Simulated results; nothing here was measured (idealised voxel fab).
Presented below is a process module, voxel transistor to metal.
Section shown: cut. Width: 215 nm. Cell size: 5 nm, square.
Reading order for cross-sections: top band down to bottom band. Underlying form: a grid of square cells. Band size: one or more rows of cells. This entry defines a band. It first specifies the height of the band's top and the height of its bottom in nm, and then specifies the band's materials from left to right, stating each material with its width in nm. The word "everywhere" identifies a single material that fills the band from edge to edge, while the word "blank" identifies empty space. A quick word on heights: they are counted from 0, and under that level the wafer as it came to us is one material throughout. The lowest band is different from the rest in having no bottom; it simply continues downward, written as in "0 -> down". Width: "30 to 40" (first number = top row, second number = bottom row, same change from row to row of cells). Given "same as before" for a step, no cell of the cross-section differs between before and after that step. You'll see "Closed void listing" listing empty spaces that have no way open to the top, as long as they're 8 cells or more; the notation is width x height at distance, where the distance is from the left edge, and all of it is in nm. Read whatever lies past the settings on a step's line as the simulator's own remark about the step. The setting "overlay nm" may be written on the line of a step. When the step uses a mask, the value reports how far to the right of the planned place the mask lay, and a negative value reports that it lay to the left.
Set out below are the planned steps of the process
step 1: RECEIVE,material Si
step 2: OXIDIZE,depth nm 5
step 3: CONFORMAL_DEP,material SiN,thk nm 15
step 4: DIRECTIONAL_DEP,material aC,thk nm 10
step 5: PATTERN,tone cover,mask id ACTIVE,material resist,width nm 115,thk nm 25,overlay nm 0
step 6: DIRECTIONAL_ETCH,etch materials aC,depth nm 10
step 7: STRIP,etch materials resist
step 8: DIRECTIONAL_ETCH,etch materials SiN,depth nm 15
step 9: DIRECTIONAL_ETCH,etch materials SiO2,depth nm 5
step 10: DIRECTIONAL_ETCH,etch materials Si,depth nm 25
step 11: STRIP,etch materials aC
step 12: OXIDIZE,depth nm 5
step 13: FILL_DEP,material SiO2,thk nm 15
step 14: CMP,height nm 15
step 15: SELECTIVE_ETCH,etch materials SiO2,depth nm 15
step 16: STRIP,etch materials SiN
step 17: SELECTIVE_ETCH,etch materials SiO2,depth nm 5
step 18: OXIDIZE,depth nm 5
step 19: DIRECTIONAL_DEP,material polySi,thk nm 20
step 20: DIRECTIONAL_DEP,material SiCN,thk nm 10
step 21: PATTERN,tone cover,mask id GATE,material resist,width nm 25,thk nm 20,overlay nm 0
step 22: DIRECTIONAL_ETCH,etch materials SiCN,depth nm 20
step 23: DIRECTIONAL_ETCH,etch materials polySi,depth nm 30
step 24: STRIP,etch materials resist
step 25: CONFORMAL_DEP,material SiN,thk nm 5
step 26: DIRECTIONAL_ETCH,etch materials SiN,depth nm 5
step 27: DIRECTIONAL_ETCH,etch materials SiO2,depth nm 5
step 28: DIRECTIONAL_ETCH,etch materials Si,depth nm 15
step 29: EPI,material SiGe,thk nm 15
step 30: FILL_DEP,material SiO2,thk nm 10
step 31: CMP,height nm 15
step 32: STRIP,etch materials polySi
step 33: SELECTIVE_ETCH,etch materials SiO2,depth nm 5
step 34: CONFORMAL_DEP,material HfO2,thk nm 5
step 35: CONFORMAL_DEP,material TiN,thk nm 5
step 36: FILL_DEP,material W,thk nm 10
step 37: CMP,height nm 10
step 38: DIRECTIONAL_DEP,material SiO2,thk nm 15
step 39: PATTERN,tone open,mask id CONTACT,material resist,width nm 20,pitch nm 85,thk nm 20,overlay nm 0
step 40: DIRECTIONAL_ETCH,etch materials SiO2,depth nm 35
step 41: STRIP,etch materials resist
step 42: CONFORMAL_DEP,material TiN,thk nm 5
step 43: FILL_DEP,material W,thk nm 10
step 44: CMP,height nm 25
step 45: DIRECTIONAL_DEP,material TiN,thk nm 5
step 46: DIRECTIONAL_DEP,material Ru,thk nm 15
step 47: PATTERN,tone cover,mask id METAL_1,material resist,width nm 20,pitch nm 85,thk nm 20,overlay nm 0
step 48: DIRECTIONAL_ETCH,etch materials Ru,depth nm 15
step 49: DIRECTIONAL_ETCH,etch materials TiN,depth nm 5
step 50: STRIP,etch materials resist
step 51: CONFORMAL_DEP,material SiCN,thk nm 5
step 52: FILL_DEP,material lowk,thk nm 10
step 53: CMP,height nm 45
step 54: CONFORMAL_DEP,material SiCN,thk nm 5
First of two wafers, processed according to plan
Cross-section of the incoming wafer, state after step 1
	0 -> down = Si everywhere
	Closed void listing: none
Presented here is a cross-section of the wafer after step 2 has been performed
	0 -> -5 = SiO2 everywhere
	For the remainder of the cross-section, below -5, there is no change.
Presented here is a cross-section of the wafer after step 3 has been performed
	15 -> 0 = SiN everywhere
	For the remainder of the cross-section, below 0, there is no change.
Presented here is a cross-section of the wafer after step 4 has been performed
	25 -> 15 = aC everywhere
	For the remainder of the cross-section, below 15, there is no change.
Presented here is a cross-section of the wafer after step 5 has been performed
	50 -> 25 = 50 blank  115 resist  50 blank
	For the remainder of the cross-section, below 25, there is no change.
Presented here is a cross-section of the wafer after step 6 has been performed
	40 -> 25 = 50 blank  115 resist  50 blank
	25 -> 15 = 50 blank  115 aC  50 blank
	For the remainder of the cross-section, below 15, there is no change.
Presented here is a cross-section of the wafer after step 7 has been performed
	25 -> 15 = 50 blank  115 aC  50 blank
	For the remainder of the cross-section, below 15, there is no change.
Presented here is a cross-section of the wafer after step 8 has been performed
	25 -> 15 = 50 blank  115 aC  50 blank
	15 -> 0 = 50 blank  115 SiN  50 blank
	For the remainder of the cross-section, below 0, there is no change.
Presented here is a cross-section of the wafer after step 9 has been performed
	25 -> 15 = 50 blank  115 aC  50 blank
	15 -> 0 = 50 blank  115 SiN  50 blank
	0 -> -5 = 50 blank  115 SiO2  50 blank
	For the remainder of the cross-section, below -5, there is no change.
Presented here is a cross-section of the wafer after step 10 has been performed
	25 -> 15 = 50 blank  115 aC  50 blank
	15 -> 0 = 50 blank  115 SiN  50 blank
	0 -> -5 = 50 blank  115 SiO2  50 blank
	-5 -> -30 = 50 blank  115 Si  50 blank
	For the remainder of the cross-section, below -30, there is no change.
Presented here is a cross-section of the wafer after step 11 has been performed
	15 -> 0 = 50 blank  115 SiN  50 blank
	For the remainder of the cross-section, below 0, there is no change.
Presented here is a cross-section of the wafer after step 12 has been performed
	15 -> 0 = 50 blank  115 SiN  50 blank
	0 -> -5 = 50 blank  115 SiO2  50 blank
	-5 -> -30 = 50 blank  5 SiO2  105 Si  5 SiO2  50 blank
	-30 -> -35 = 55 SiO2  105 Si  55 SiO2
	For the remainder of the cross-section, below -35, there is no change.
Presented here is a cross-section of the wafer after step 13 has been performed
	30 -> 15 = SiO2 everywhere
	15 -> 0 = 50 SiO2  115 SiN  50 SiO2
	0 -> -5 = SiO2 everywhere
	-5 -> -35 = 55 SiO2  105 Si  55 SiO2
	For the remainder of the cross-section, below -35, there is no change.
Presented here is a cross-section of the wafer after step 14 has been performed
	15 -> 0 = 50 SiO2  115 SiN  50 SiO2
	For the remainder of the cross-section, below 0, there is no change.
Presented here is a cross-section of the wafer after step 15 has been performed
	15 -> 0 = 50 blank  115 SiN  50 blank
	For the remainder of the cross-section, below 0, there is no change.
Presented here is a cross-section of the wafer after step 16 has been performed
	0 -> -5 = SiO2 everywhere
	For the remainder of the cross-section, below -5, there is no change.
Presented here is a cross-section of the wafer after step 17 has been performed
	-5 -> -35 = 55 SiO2  105 Si  55 SiO2
	For the remainder of the cross-section, below -35, there is no change.
Presented here is a cross-section of the wafer after step 18 has been performed
	-5 -> -10 = SiO2 everywhere
	For the remainder of the cross-section, below -10, there is no change.
Presented here is a cross-section of the wafer after step 19 has been performed
	15 -> -5 = polySi everywhere
	For the remainder of the cross-section, below -5, there is no change.
Presented here is a cross-section of the wafer after step 20 has been performed
	25 -> 15 = SiCN everywhere
	For the remainder of the cross-section, below 15, there is no change.
Presented here is a cross-section of the wafer after step 21 has been performed
	45 -> 25 = 95 blank  25 resist  95 blank
	For the remainder of the cross-section, below 25, there is no change.
Presented here is a cross-section of the wafer after step 22 has been performed
	45 -> 25 = 95 blank  25 resist  95 blank
	25 -> 15 = 95 blank  25 SiCN  95 blank
	For the remainder of the cross-section, below 15, there is no change.
Presented here is a cross-section of the wafer after step 23 has been performed
	45 -> 25 = 95 blank  25 resist  95 blank
	25 -> 15 = 95 blank  25 SiCN  95 blank
	15 -> -5 = 95 blank  25 polySi  95 blank
	For the remainder of the cross-section, below -5, there is no change.
Presented here is a cross-section of the wafer after step 24 has been performed
	25 -> 15 = 95 blank  25 SiCN  95 blank
	For the remainder of the cross-section, below 15, there is no change.
Presented here is a cross-section of the wafer after step 25 has been performed
	30 -> 25 = 90 blank  35 SiN  90 blank
	25 -> 15 = 90 blank  5 SiN  25 SiCN  5 SiN  90 blank
	15 -> 0 = 90 blank  5 SiN  25 polySi  5 SiN  90 blank
	0 -> -5 = 95 SiN  25 polySi  95 SiN
	For the remainder of the cross-section, below -5, there is no change.
Presented here is a cross-section of the wafer after step 26 has been performed
	25 -> 15 = 90 blank  5 SiN  25 SiCN  5 SiN  90 blank
	15 -> -5 = 90 blank  5 SiN  25 polySi  5 SiN  90 blank
	For the remainder of the cross-section, below -5, there is no change.
Presented here is a cross-section of the wafer after step 27 has been performed
	25 -> 15 = 90 blank  5 SiN  25 SiCN  5 SiN  90 blank
	15 -> -5 = 90 blank  5 SiN  25 polySi  5 SiN  90 blank
	-5 -> -10 = 90 blank  35 SiO2  90 blank
	For the remainder of the cross-section, below -10, there is no change.
Presented here is a cross-section of the wafer after step 28 has been performed
	25 -> 15 = 90 blank  5 SiN  25 SiCN  5 SiN  90 blank
	15 -> -5 = 90 blank  5 SiN  25 polySi  5 SiN  90 blank
	-5 -> -10 = 90 blank  35 SiO2  90 blank
	-10 -> -25 = 55 SiO2  35 blank  35 Si  35 blank  55 SiO2
	For the remainder of the cross-section, below -25, there is no change.
Presented here is a cross-section of the wafer after step 29 has been performed
	25 -> 15 = 90 blank  5 SiN  25 SiCN  5 SiN  90 blank
	15 -> 5 = 90 blank  5 SiN  25 polySi  5 SiN  90 blank
	5 -> -5 = 75 blank  15 SiGe  5 SiN  25 polySi  5 SiN  15 SiGe  75 blank
	-5 -> -10 = 75 blank  15 SiGe  35 SiO2  15 SiGe  75 blank
	-10 -> -25 = 55 SiO2  35 SiGe  35 Si  35 SiGe  55 SiO2
	For the remainder of the cross-section, below -25, there is no change.
Presented here is a cross-section of the wafer after step 30 has been performed
	35 -> 25 = SiO2 everywhere
	25 -> 15 = 90 SiO2  5 SiN  25 SiCN  5 SiN  90 SiO2
	15 -> 5 = 90 SiO2  5 SiN  25 polySi  5 SiN  90 SiO2
	5 -> -5 = 75 SiO2  15 SiGe  5 SiN  25 polySi  5 SiN  15 SiGe  75 SiO2
	-5 -> -10 = 75 SiO2  15 SiGe  35 SiO2  15 SiGe  75 SiO2
	For the remainder of the cross-section, below -10, there is no change.
Presented here is a cross-section of the wafer after step 31 has been performed
	15 -> 5 = 90 SiO2  5 SiN  25 polySi  5 SiN  90 SiO2
	For the remainder of the cross-section, below 5, there is no change.
Presented here is a cross-section of the wafer after step 32 has been performed
	15 -> 5 = 90 SiO2  5 SiN  25 blank  5 SiN  90 SiO2
	5 -> -5 = 75 SiO2  15 SiGe  5 SiN  25 blank  5 SiN  15 SiGe  75 SiO2
	For the remainder of the cross-section, below -5, there is no change.
Presented here is a cross-section of the wafer after step 33 has been performed
	15 -> 10 = 90 blank  5 SiN  25 blank  5 SiN  90 blank
	10 -> 5 = 90 SiO2  5 SiN  25 blank  5 SiN  90 SiO2
	5 -> -5 = 75 SiO2  15 SiGe  5 SiN  25 blank  5 SiN  15 SiGe  75 SiO2
	-5 -> -10 = 75 SiO2  15 SiGe  35 blank  15 SiGe  75 SiO2
	For the remainder of the cross-section, below -10, there is no change.
Presented here is a cross-section of the wafer after step 34 has been performed
	20 -> 15 = 85 blank  15 HfO2  15 blank  15 HfO2  85 blank
	15 -> 10 = 90 HfO2  5 SiN  5 HfO2  15 blank  5 HfO2  5 SiN  90 HfO2
	10 -> 5 = 90 SiO2  5 SiN  5 HfO2  15 blank  5 HfO2  5 SiN  90 SiO2
	5 -> -5 = 75 SiO2  15 SiGe  5 SiN  5 HfO2  15 blank  5 HfO2  5 SiN  15 SiGe  75 SiO2
	-5 -> -10 = 75 SiO2  15 SiGe  35 HfO2  15 SiGe  75 SiO2
	For the remainder of the cross-section, below -10, there is no change.
Presented here is a cross-section of the wafer after step 35 has been performed
	25 -> 20 = 80 blank  25 TiN  5 blank  25 TiN  80 blank
	20 -> 15 = 85 TiN  15 HfO2  5 TiN  5 blank  5 TiN  15 HfO2  85 TiN
	15 -> 10 = 90 HfO2  5 SiN  5 HfO2  5 TiN  5 blank  5 TiN  5 HfO2  5 SiN  90 HfO2
	10 -> 5 = 90 SiO2  5 SiN  5 HfO2  5 TiN  5 blank  5 TiN  5 HfO2  5 SiN  90 SiO2
	5 -> 0 = 75 SiO2  15 SiGe  5 SiN  5 HfO2  5 TiN  5 blank  5 TiN  5 HfO2  5 SiN  15 SiGe  75 SiO2
	0 -> -5 = 75 SiO2  15 SiGe  5 SiN  5 HfO2  15 TiN  5 HfO2  5 SiN  15 SiGe  75 SiO2
	For the remainder of the cross-section, below -5, there is no change.
Presented here is a cross-section of the wafer after step 36 has been performed
	35 -> 25 = W everywhere
	25 -> 20 = 80 W  25 TiN  5 W  25 TiN  80 W
	20 -> 15 = 85 TiN  15 HfO2  5 TiN  5 W  5 TiN  15 HfO2  85 TiN
	15 -> 10 = 90 HfO2  5 SiN  5 HfO2  5 TiN  5 W  5 TiN  5 HfO2  5 SiN  90 HfO2
	10 -> 5 = 90 SiO2  5 SiN  5 HfO2  5 TiN  5 W  5 TiN  5 HfO2  5 SiN  90 SiO2
	5 -> 0 = 75 SiO2  15 SiGe  5 SiN  5 HfO2  5 TiN  5 W  5 TiN  5 HfO2  5 SiN  15 SiGe  75 SiO2
	For the remainder of the cross-section, below 0, there is no change.
Presented here is a cross-section of the wafer after step 37 has been performed
	10 -> 5 = 90 SiO2  5 SiN  5 HfO2  5 TiN  5 W  5 TiN  5 HfO2  5 SiN  90 SiO2
	For the remainder of the cross-section, below 5, there is no change.
Presented here is a cross-section of the wafer after step 38 has been performed
	25 -> 10 = SiO2 everywhere
	For the remainder of the cross-section, below 10, there is no change.
Presented here is a cross-section of the wafer after step 39 has been performed
	45 -> 25 = 55 resist  20 blank  65 resist  20 blank  55 resist
	For the remainder of the cross-section, below 25, there is no change.
Presented here is a cross-section of the wafer after step 40 has been performed
	45 -> 25 = 55 resist  20 blank  65 resist  20 blank  55 resist
	25 -> 10 = 55 SiO2  20 blank  65 SiO2  20 blank  55 SiO2
	10 -> 5 = 55 SiO2  20 blank  15 SiO2  5 SiN  5 HfO2  5 TiN  5 W  5 TiN  5 HfO2  5 SiN  15 SiO2  20 blank  55 SiO2
	5 -> 0 = 55 SiO2  20 blank  15 SiGe  5 SiN  5 HfO2  5 TiN  5 W  5 TiN  5 HfO2  5 SiN  15 SiGe  20 blank  55 SiO2
	0 -> -5 = 55 SiO2  20 blank  15 SiGe  5 SiN  5 HfO2  15 TiN  5 HfO2  5 SiN  15 SiGe  20 blank  55 SiO2
	-5 -> -10 = 55 SiO2  20 blank  15 SiGe  35 HfO2  15 SiGe  20 blank  55 SiO2
	For the remainder of the cross-section, below -10, there is no change.
Presented here is a cross-section of the wafer after step 41 has been performed
	25 -> 10 = 55 SiO2  20 blank  65 SiO2  20 blank  55 SiO2
	For the remainder of the cross-section, below 10, there is no change.
Presented here is a cross-section of the wafer after step 42 has been performed
	30 -> 25 = 60 TiN  10 blank  75 TiN  10 blank  60 TiN
	25 -> 10 = 55 SiO2  5 TiN  10 blank  5 TiN  65 SiO2  5 TiN  10 blank  5 TiN  55 SiO2
	10 -> 5 = 55 SiO2  5 TiN  10 blank  5 TiN  15 SiO2  5 SiN  5 HfO2  5 TiN  5 W  5 TiN  5 HfO2  5 SiN  15 SiO2  5 TiN  10 blank  5 TiN  55 SiO2
	5 -> 0 = 55 SiO2  5 TiN  10 blank  5 TiN  15 SiGe  5 SiN  5 HfO2  5 TiN  5 W  5 TiN  5 HfO2  5 SiN  15 SiGe  5 TiN  10 blank  5 TiN  55 SiO2
	0 -> -5 = 55 SiO2  5 TiN  10 blank  5 TiN  15 SiGe  5 SiN  5 HfO2  15 TiN  5 HfO2  5 SiN  15 SiGe  5 TiN  10 blank  5 TiN  55 SiO2
	-5 -> -10 = 55 SiO2  20 TiN  15 SiGe  35 HfO2  15 SiGe  20 TiN  55 SiO2
	For the remainder of the cross-section, below -10, there is no change.
Presented here is a cross-section of the wafer after step 43 has been performed
	40 -> 30 = W everywhere
	30 -> 25 = 60 TiN  10 W  75 TiN  10 W  60 TiN
	25 -> 10 = 55 SiO2  5 TiN  10 W  5 TiN  65 SiO2  5 TiN  10 W  5 TiN  55 SiO2
	10 -> 5 = 55 SiO2  5 TiN  10 W  5 TiN  15 SiO2  5 SiN  5 HfO2  5 TiN  5 W  5 TiN  5 HfO2  5 SiN  15 SiO2  5 TiN  10 W  5 TiN  55 SiO2
	5 -> 0 = 55 SiO2  5 TiN  10 W  5 TiN  15 SiGe  5 SiN  5 HfO2  5 TiN  5 W  5 TiN  5 HfO2  5 SiN  15 SiGe  5 TiN  10 W  5 TiN  55 SiO2
	0 -> -5 = 55 SiO2  5 TiN  10 W  5 TiN  15 SiGe  5 SiN  5 HfO2  15 TiN  5 HfO2  5 SiN  15 SiGe  5 TiN  10 W  5 TiN  55 SiO2
	For the remainder of the cross-section, below -5, there is no change.
Presented here is a cross-section of the wafer after step 44 has been performed
	25 -> 10 = 55 SiO2  5 TiN  10 W  5 TiN  65 SiO2  5 TiN  10 W  5 TiN  55 SiO2
	For the remainder of the cross-section, below 10, there is no change.
Presented here is a cross-section of the wafer after step 45 has been performed
	30 -> 25 = TiN everywhere
	For the remainder of the cross-section, below 25, there is no change.
Presented here is a cross-section of the wafer after step 46 has been performed
	45 -> 30 = Ru everywhere
	For the remainder of the cross-section, below 30, there is no change.
Presented here is a cross-section of the wafer after step 47 has been performed
	65 -> 45 = 55 blank  20 resist  65 blank  20 resist  55 blank
	For the remainder of the cross-section, below 45, there is no change.
Presented here is a cross-section of the wafer after step 48 has been performed
	65 -> 45 = 55 blank  20 resist  65 blank  20 resist  55 blank
	45 -> 30 = 55 blank  20 Ru  65 blank  20 Ru  55 blank
	For the remainder of the cross-section, below 30, there is no change.
Presented here is a cross-section of the wafer after step 49 has been performed
	65 -> 45 = 55 blank  20 resist  65 blank  20 resist  55 blank
	45 -> 30 = 55 blank  20 Ru  65 blank  20 Ru  55 blank
	30 -> 25 = 55 blank  20 TiN  65 blank  20 TiN  55 blank
	For the remainder of the cross-section, below 25, there is no change.
Presented here is a cross-section of the wafer after step 50 has been performed
	45 -> 30 = 55 blank  20 Ru  65 blank  20 Ru  55 blank
	For the remainder of the cross-section, below 30, there is no change.
Presented here is a cross-section of the wafer after step 51 has been performed
	50 -> 45 = 50 blank  30 SiCN  55 blank  30 SiCN  50 blank
	45 -> 30 = 50 blank  5 SiCN  20 Ru  5 SiCN  55 blank  5 SiCN  20 Ru  5 SiCN  50 blank
	30 -> 25 = 55 SiCN  20 TiN  65 SiCN  20 TiN  55 SiCN
	For the remainder of the cross-section, below 25, there is no change.
Presented here is a cross-section of the wafer after step 52 has been performed
	60 -> 50 = lowk everywhere
	50 -> 45 = 50 lowk  30 SiCN  55 lowk  30 SiCN  50 lowk
	45 -> 30 = 50 lowk  5 SiCN  20 Ru  5 SiCN  55 lowk  5 SiCN  20 Ru  5 SiCN  50 lowk
	For the remainder of the cross-section, below 30, there is no change.
Presented here is a cross-section of the wafer after step 53 has been performed
	45 -> 30 = 50 lowk  5 SiCN  20 Ru  5 SiCN  55 lowk  5 SiCN  20 Ru  5 SiCN  50 lowk
	For the remainder of the cross-section, below 30, there is no change.
Presented here is a cross-section of the wafer after step 54 has been performed
	50 -> 45 = SiCN everywhere
	For the remainder of the cross-section, below 45, there is no change.
Okay, second wafer. Nothing different at the start, nothing different in the plan, just one mistake somewhere in the running. As far as step 35, counting that step, it's the first wafer all over again
Second wafer, cross-section, planned end of step 36
	35 -> 25 = polySi everywhere
	25 -> 20 = 80 polySi  25 TiN  5 polySi  25 TiN  80 polySi
	20 -> 15 = 85 TiN  15 HfO2  5 TiN  5 polySi  5 TiN  15 HfO2  85 TiN
	15 -> 10 = 90 HfO2  5 SiN  5 HfO2  5 TiN  5 polySi  5 TiN  5 HfO2  5 SiN  90 HfO2
	10 -> 5 = 90 SiO2  5 SiN  5 HfO2  5 TiN  5 polySi  5 TiN  5 HfO2  5 SiN  90 SiO2
	5 -> 0 = 75 SiO2  15 SiGe  5 SiN  5 HfO2  5 TiN  5 polySi  5 TiN  5 HfO2  5 SiN  15 SiGe  75 SiO2
	For the remainder of the cross-section, below 0, there is no change.
Second wafer, cross-section, planned end of step 37
	10 -> 5 = 90 SiO2  5 SiN  5 HfO2  5 TiN  5 polySi  5 TiN  5 HfO2  5 SiN  90 SiO2
	For the remainder of the cross-section, below 5, there is no change.
Second wafer, cross-section, planned end of step 38
	25 -> 10 = SiO2 everywhere
	For the remainder of the cross-section, below 10, there is no change.
Second wafer, cross-section, planned end of step 39
	45 -> 25 = 55 resist  20 blank  65 resist  20 blank  55 resist
	For the remainder of the cross-section, below 25, there is no change.
Second wafer, cross-section, planned end of step 40
	45 -> 25 = 55 resist  20 blank  65 resist  20 blank  55 resist
	25 -> 10 = 55 SiO2  20 blank  65 SiO2  20 blank  55 SiO2
	10 -> 5 = 55 SiO2  20 blank  15 SiO2  5 SiN  5 HfO2  5 TiN  5 polySi  5 TiN  5 HfO2  5 SiN  15 SiO2  20 blank  55 SiO2
	5 -> 0 = 55 SiO2  20 blank  15 SiGe  5 SiN  5 HfO2  5 TiN  5 polySi  5 TiN  5 HfO2  5 SiN  15 SiGe  20 blank  55 SiO2
	0 -> -5 = 55 SiO2  20 blank  15 SiGe  5 SiN  5 HfO2  15 TiN  5 HfO2  5 SiN  15 SiGe  20 blank  55 SiO2
	-5 -> -10 = 55 SiO2  20 blank  15 SiGe  35 HfO2  15 SiGe  20 blank  55 SiO2
	For the remainder of the cross-section, below -10, there is no change.
Second wafer, cross-section, planned end of step 41
	25 -> 10 = 55 SiO2  20 blank  65 SiO2  20 blank  55 SiO2
	For the remainder of the cross-section, below 10, there is no change.
Second wafer, cross-section, planned end of step 42
	30 -> 25 = 60 TiN  10 blank  75 TiN  10 blank  60 TiN
	25 -> 10 = 55 SiO2  5 TiN  10 blank  5 TiN  65 SiO2  5 TiN  10 blank  5 TiN  55 SiO2
	10 -> 5 = 55 SiO2  5 TiN  10 blank  5 TiN  15 SiO2  5 SiN  5 HfO2  5 TiN  5 polySi  5 TiN  5 HfO2  5 SiN  15 SiO2  5 TiN  10 blank  5 TiN  55 SiO2
	5 -> 0 = 55 SiO2  5 TiN  10 blank  5 TiN  15 SiGe  5 SiN  5 HfO2  5 TiN  5 polySi  5 TiN  5 HfO2  5 SiN  15 SiGe  5 TiN  10 blank  5 TiN  55 SiO2
	0 -> -5 = 55 SiO2  5 TiN  10 blank  5 TiN  15 SiGe  5 SiN  5 HfO2  15 TiN  5 HfO2  5 SiN  15 SiGe  5 TiN  10 blank  5 TiN  55 SiO2
	-5 -> -10 = 55 SiO2  20 TiN  15 SiGe  35 HfO2  15 SiGe  20 TiN  55 SiO2
	For the remainder of the cross-section, below -10, there is no change.
Second wafer, cross-section, planned end of step 43
	40 -> 30 = W everywhere
	30 -> 25 = 60 TiN  10 W  75 TiN  10 W  60 TiN
	25 -> 10 = 55 SiO2  5 TiN  10 W  5 TiN  65 SiO2  5 TiN  10 W  5 TiN  55 SiO2
	10 -> 5 = 55 SiO2  5 TiN  10 W  5 TiN  15 SiO2  5 SiN  5 HfO2  5 TiN  5 polySi  5 TiN  5 HfO2  5 SiN  15 SiO2  5 TiN  10 W  5 TiN  55 SiO2
	5 -> 0 = 55 SiO2  5 TiN  10 W  5 TiN  15 SiGe  5 SiN  5 HfO2  5 TiN  5 polySi  5 TiN  5 HfO2  5 SiN  15 SiGe  5 TiN  10 W  5 TiN  55 SiO2
	0 -> -5 = 55 SiO2  5 TiN  10 W  5 TiN  15 SiGe  5 SiN  5 HfO2  15 TiN  5 HfO2  5 SiN  15 SiGe  5 TiN  10 W  5 TiN  55 SiO2
	For the remainder of the cross-section, below -5, there is no change.
Second wafer, cross-section, planned end of step 44
	25 -> 10 = 55 SiO2  5 TiN  10 W  5 TiN  65 SiO2  5 TiN  10 W  5 TiN  55 SiO2
	For the remainder of the cross-section, below 10, there is no change.
Second wafer, cross-section, planned end of step 45
	30 -> 25 = TiN everywhere
	For the remainder of the cross-section, below 25, there is no change.
Second wafer, cross-section, planned end of step 46
	45 -> 30 = Ru everywhere
	For the remainder of the cross-section, below 30, there is no change.
Second wafer, cross-section, planned end of step 47
	65 -> 45 = 55 blank  20 resist  65 blank  20 resist  55 blank
	For the remainder of the cross-section, below 45, there is no change.
Second wafer, cross-section, planned end of step 48
	65 -> 45 = 55 blank  20 resist  65 blank  20 resist  55 blank
	45 -> 30 = 55 blank  20 Ru  65 blank  20 Ru  55 blank
	For the remainder of the cross-section, below 30, there is no change.
Second wafer, cross-section, planned end of step 49
	65 -> 45 = 55 blank  20 resist  65 blank  20 resist  55 blank
	45 -> 30 = 55 blank  20 Ru  65 blank  20 Ru  55 blank
	30 -> 25 = 55 blank  20 TiN  65 blank  20 TiN  55 blank
	For the remainder of the cross-section, below 25, there is no change.
Second wafer, cross-section, planned end of step 50
	45 -> 30 = 55 blank  20 Ru  65 blank  20 Ru  55 blank
	For the remainder of the cross-section, below 30, there is no change.
Second wafer, cross-section, planned end of step 51
	50 -> 45 = 50 blank  30 SiCN  55 blank  30 SiCN  50 blank
	45 -> 30 = 50 blank  5 SiCN  20 Ru  5 SiCN  55 blank  5 SiCN  20 Ru  5 SiCN  50 blank
	30 -> 25 = 55 SiCN  20 TiN  65 SiCN  20 TiN  55 SiCN
	For the remainder of the cross-section, below 25, there is no change.
Second wafer, cross-section, planned end of step 52
	60 -> 50 = lowk everywhere
	50 -> 45 = 50 lowk  30 SiCN  55 lowk  30 SiCN  50 lowk
	45 -> 30 = 50 lowk  5 SiCN  20 Ru  5 SiCN  55 lowk  5 SiCN  20 Ru  5 SiCN  50 lowk
	For the remainder of the cross-section, below 30, there is no change.
Second wafer, cross-section, planned end of step 53
	45 -> 30 = 50 lowk  5 SiCN  20 Ru  5 SiCN  55 lowk  5 SiCN  20 Ru  5 SiCN  50 lowk
	For the remainder of the cross-section, below 30, there is no change.
Second wafer, cross-section, planned end of step 54
	50 -> 45 = SiCN everywhere
	For the remainder of the cross-section, below 45, there is no change.
Want to know what went wrong? step 36 off recipe, ran as FILL_DEP,material polySi,thk nm 10
End check, counted in cells, second wafer has more or fewer of these materials than the first: W -2 | polySi +2
